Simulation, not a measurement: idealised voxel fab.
Process module, titled voxel gate over fins
cross-section cut | 295 nm wide | cells 5 nm
Cross-section spec: square-cell grid; bands listed top down; each band is one or more rows. This entry defines a band. It first specifies the height of the band's top and the height of its bottom in nm, and then specifies the band's materials from left to right, stating each material with its width in nm. The word "edge to edge" identifies a single material that fills the band from edge to edge, while the word "empty" identifies empty space. Beneath 0, the wafer as received is one material, and that level is where height counting begins. The lowest band goes on downward without a bottom; it is written like "0 -> down". The width entry "30 to 40" should be interpreted row by row: the top row of cells in the band takes the first number, the bottom row takes the second number, and the change between adjacent rows is uniform throughout. For the purposes of this document, the phrase "nothing was modified" attached to a step denotes that no cell within the cross-section was modified by that step. If an empty space has no open way to the top and is at least 8 cells in size, "Fully sealed voids" lists it, written width x height at distance, where distance is measured from the left edge and every value is in nm. The remark found on a step's line after its settings is issued by the simulator itself and pertains to that step. You can add "overlay nm" to a step's line. For a step with a mask, it describes how far the mask lay to the right of its planned position, and a negative number describes a lay to the left.

-- This section lists the process steps that were planned
1 RECEIVE | material Si
2 CONFORMAL_DEP | material SiN | thk nm 10
3 PATTERN | tone cover | mask id FINS | material resist | width nm 15 | pitch nm 45 | thk nm 15 | overlay nm 0
4 DIRECTIONAL_ETCH | etch materials SiN | depth nm 10
5 DIRECTIONAL_ETCH | etch materials Si | depth nm 40
6 STRIP | etch materials resist
7 OXIDIZE | depth nm 5
8 FILL_DEP | material SiO2 | thk nm 15
9 CMP | height nm 10
10 SELECTIVE_ETCH | etch materials SiO2 | depth nm 25
11 STRIP | etch materials SiN
12 CONFORMAL_DEP | material HfO2 | thk nm 5
13 CONFORMAL_DEP | material TiN | thk nm 5
14 CONFORMAL_DEP | material TiAl | thk nm 5
15 CONFORMAL_DEP | material TiN | thk nm 5
16 FILL_DEP | material W | thk nm 15
17 CMP | height nm 30
18 CONFORMAL_DEP | material SiCN | thk nm 5

-- Cross-section of the incoming wafer, state after step 1
- 0 -> down | Si edge to edge
- Fully sealed voids: none

-- This is how the wafer looks in cross-section once the module is done, given the starting state and plan above and one mistake in carrying the plan out
- 35 -> 30 | SiCN edge to edge
- 30 -> 20 | W edge to edge
- 20 -> 15 | 55 of W  180 of TiN  60 of W
- 15 -> 10 | 55 of W  5 of TiN  35 of TiAl  10 of TiN  35 of TiAl  10 of TiN  35 of TiAl  10 of TiN  35 of TiAl  5 of TiN  60 of W
- 10 -> 5 | 55 of W  5 of TiN  5 of TiAl  25 of TiN  5 of TiAl  10 of TiN  5 of TiAl  25 of TiN  5 of TiAl  10 of TiN  5 of TiAl  25 of TiN  5 of TiAl  10 of TiN  5 of TiAl  25 of TiN  5 of TiAl  5 of TiN  60 of W
- 5 -> 0 | 55 of W  5 of TiN  5 of TiAl  5 of TiN  15 of HfO2  5 of TiN  5 of TiAl  10 of TiN  5 of TiAl  5 of TiN  15 of HfO2  5 of TiN  5 of TiAl  10 of TiN  5 of TiAl  5 of TiN  15 of HfO2  5 of TiN  5 of TiAl  10 of TiN  5 of TiAl  5 of TiN  15 of HfO2  5 of TiN  5 of TiAl  5 of TiN  60 of W
- 0 -> -20 | 55 of W  5 of TiN  5 of TiAl  5 of TiN  5 of HfO2  5 of Si  5 of HfO2  5 of TiN  5 of TiAl  10 of TiN  5 of TiAl  5 of TiN  5 of HfO2  5 of Si  5 of HfO2  5 of TiN  5 of TiAl  10 of TiN  5 of TiAl  5 of TiN  5 of HfO2  5 of Si  5 of HfO2  5 of TiN  5 of TiAl  10 of TiN  5 of TiAl  5 of TiN  5 of HfO2  5 of Si  5 of HfO2  5 of TiN  5 of TiAl  5 of TiN  60 of W
- -20 -> -25 | 60 of TiN  5 of TiAl  5 of TiN  5 of HfO2  5 of Si  5 of HfO2  5 of TiN  5 of TiAl  10 of TiN  5 of TiAl  5 of TiN  5 of HfO2  5 of Si  5 of HfO2  5 of TiN  5 of TiAl  10 of TiN  5 of TiAl  5 of TiN  5 of HfO2  5 of Si  5 of HfO2  5 of TiN  5 of TiAl  10 of TiN  5 of TiAl  5 of TiN  5 of HfO2  5 of Si  5 of HfO2  5 of TiN  5 of TiAl  65 of TiN
- -25 -> -30 | 65 of TiAl  5 of TiN  5 of HfO2  5 of Si  5 of HfO2  5 of TiN  20 of TiAl  5 of TiN  5 of HfO2  5 of Si  5 of HfO2  5 of TiN  20 of TiAl  5 of TiN  5 of HfO2  5 of Si  5 of HfO2  5 of TiN  20 of TiAl  5 of TiN  5 of HfO2  5 of Si  5 of HfO2  5 of TiN  70 of TiAl
- -30 -> -35 | 70 of TiN  5 of HfO2  5 of Si  5 of HfO2  30 of TiN  5 of HfO2  5 of Si  5 of HfO2  30 of TiN  5 of HfO2  5 of Si  5 of HfO2  30 of TiN  5 of HfO2  5 of Si  5 of HfO2  75 of TiN
- -35 -> -40 | 75 of HfO2  5 of Si  40 of HfO2  5 of Si  40 of HfO2  5 of Si  40 of HfO2  5 of Si  80 of HfO2
- -40 -> -45 | 75 of SiO2  5 of Si  40 of SiO2  5 of Si  40 of SiO2  5 of Si  40 of SiO2  5 of Si  80 of SiO2
- -45 -> down | Si edge to edge
- Fully sealed voids: none
Deviation from plan: in the plan, step 10 was performed twice
